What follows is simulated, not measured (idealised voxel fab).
process module | voxel capacitor over wiring
cross-section cut | 160 nm wide | cells 5 nm
A cross-section is a grid of square cells, given in bands from the top down. A band is one or more rows of cells.
Each band's line starts with the height of the band's top and of its bottom, in nm. Then come its materials from left to right, each with its width in nm. One material with "throughout" fills the band from edge to edge. "air" is empty space.
Height 0 is the level under which the wafer as received is all one material. The lowest band goes on downwards, as in "0 down".
A width such as "30 to 40" changes by the same amount from each row of cells to the next, from the band's top row to its bottom row.
"no change" after a step means that no cell of the cross-section changed.
closed voids: empty space of 8 cells or more with no open way to the top, each as width x height at its distance from the left edge, in nm
after a step's settings: what the simulator itself notes on the step
overlay nm, on a step with a mask: how far to the right of its planned place the mask lay; to the left if negative
plan
1 op RECEIVE | material Si
2 op CONFORMAL_DEP | material SiO2 | thk nm 10
3 op CONFORMAL_DEP | material SiCN | thk nm 5
4 op DIRECTIONAL_DEP | material SiO2 | thk nm 25
5 op MASKED_ETCH | tone open | mask id METAL_1 | width nm 20 | pitch nm 75 | etch materials SiO2 | depth nm 25 | overlay nm 0
6 op MASKED_ETCH | tone open | mask id METAL_1 | width nm 20 | pitch nm 75 | etch materials SiCN | depth nm 5 | overlay nm 0
7 op CONFORMAL_DEP | material TiN | thk nm 5
8 op FILL_DEP | material Cu | thk nm 5
9 op CMP | height nm 40
10 op CONFORMAL_DEP | material SiCN | thk nm 5
11 op DIRECTIONAL_DEP | material lowk | thk nm 20
12 op DIRECTIONAL_DEP | material aC | thk nm 15
13 op PATTERN | tone open | mask id PLUG_1 | material resist | width nm 15 | thk nm 35 | overlay nm 0
14 op DIRECTIONAL_ETCH | etch materials aC | depth nm 15
15 op STRIP | etch materials resist
16 op DIRECTIONAL_ETCH | etch materials lowk | depth nm 20
17 op DIRECTIONAL_ETCH | etch materials SiCN | depth nm 5
18 op STRIP | etch materials aC
19 op EPI | material Ru | thk nm 10
20 op EPI | material Ru | thk nm 10
21 op EPI | material Ru | thk nm 5
22 op DIRECTIONAL_DEP | material TiN | thk nm 10
23 op DIRECTIONAL_DEP | material Al2O3 | thk nm 5
24 op DIRECTIONAL_DEP | material TiN | thk nm 5
25 op PATTERN | tone cover | mask id UPPER_PLATE | material resist | width nm 60 | thk nm 15 | overlay nm 0
26 op DIRECTIONAL_ETCH | etch materials TiN | depth nm 5
27 op DIRECTIONAL_ETCH | etch materials Al2O3 | depth nm 5
28 op STRIP | etch materials resist
29 op PATTERN | tone cover | mask id LOWER_PLATE | material resist | width nm 70 | thk nm 15 | overlay nm 0
30 op DIRECTIONAL_ETCH | etch materials TiN | depth nm 10
31 op STRIP | etch materials resist
32 op FILL_DEP | material SiO2 | thk nm 20
33 op CMP | height nm 100
34 op DIRECTIONAL_DEP | material aC | thk nm 15
35 op PATTERN | tone open | mask id PLUG_2 | material resist | width nm 15 | thk nm 30 | overlay nm 0
36 op DIRECTIONAL_ETCH | etch materials aC | depth nm 15
37 op STRIP | etch materials resist
38 op DIRECTIONAL_ETCH | etch materials SiO2 | depth nm 15
39 op STRIP | etch materials aC
40 op CONFORMAL_DEP | material TiN | thk nm 5
41 op FILL_DEP | material Cu | thk nm 5
42 op CMP | height nm 100
43 op CONFORMAL_DEP | material SiCN | thk nm 5
as received, after step 1
  0 down: Si throughout
  closed voids: none
a wafer at the end: this start, this plan, one mistake
  105 to 100: SiCN throughout
  100 to 90: SiO2 45 | TiN 5 | Cu 5 | TiN 5 | SiO2 100
  90 to 80: SiO2 45 to 50 | TiN 15 to 45 | SiO2 100 to 65
  80 to 75: SiO2 50 | Al2O3 45 | SiO2 65
  75 to 65: SiO2 30 | TiN 5 | SiO2 15 | TiN 50 | SiO2 60
  65 to 60: lowk 35 | SiO2 15 | lowk 110
  60 to 55: lowk 35 | TiN 15 | lowk 110
  55 to 50: lowk 35 | Al2O3 15 | lowk 110
  50 to 45: lowk 35 | TiN 15 | lowk 110
  45 to 40: SiCN 35 | TiN 15 | SiCN 110
  40 to 20: Cu 25 | TiN 5 | SiO2 20 | TiN 5 | Cu 45 | TiN 5 | SiO2 20 | TiN 5 | Cu 30
  20 to 15: TiN 30 | SiO2 20 | TiN 55 | SiO2 20 | TiN 35
  15 to 10: SiCN throughout
  10 to 0: SiO2 throughout
  0 down: Si throughout
  closed voids: none
what went wrong: step 5 ran as: op MASKED_ETCH | tone cover | mask id METAL_1 | width nm 20 | pitch nm 75 | etch materials SiO2 | depth nm 25 | overlay nm 0
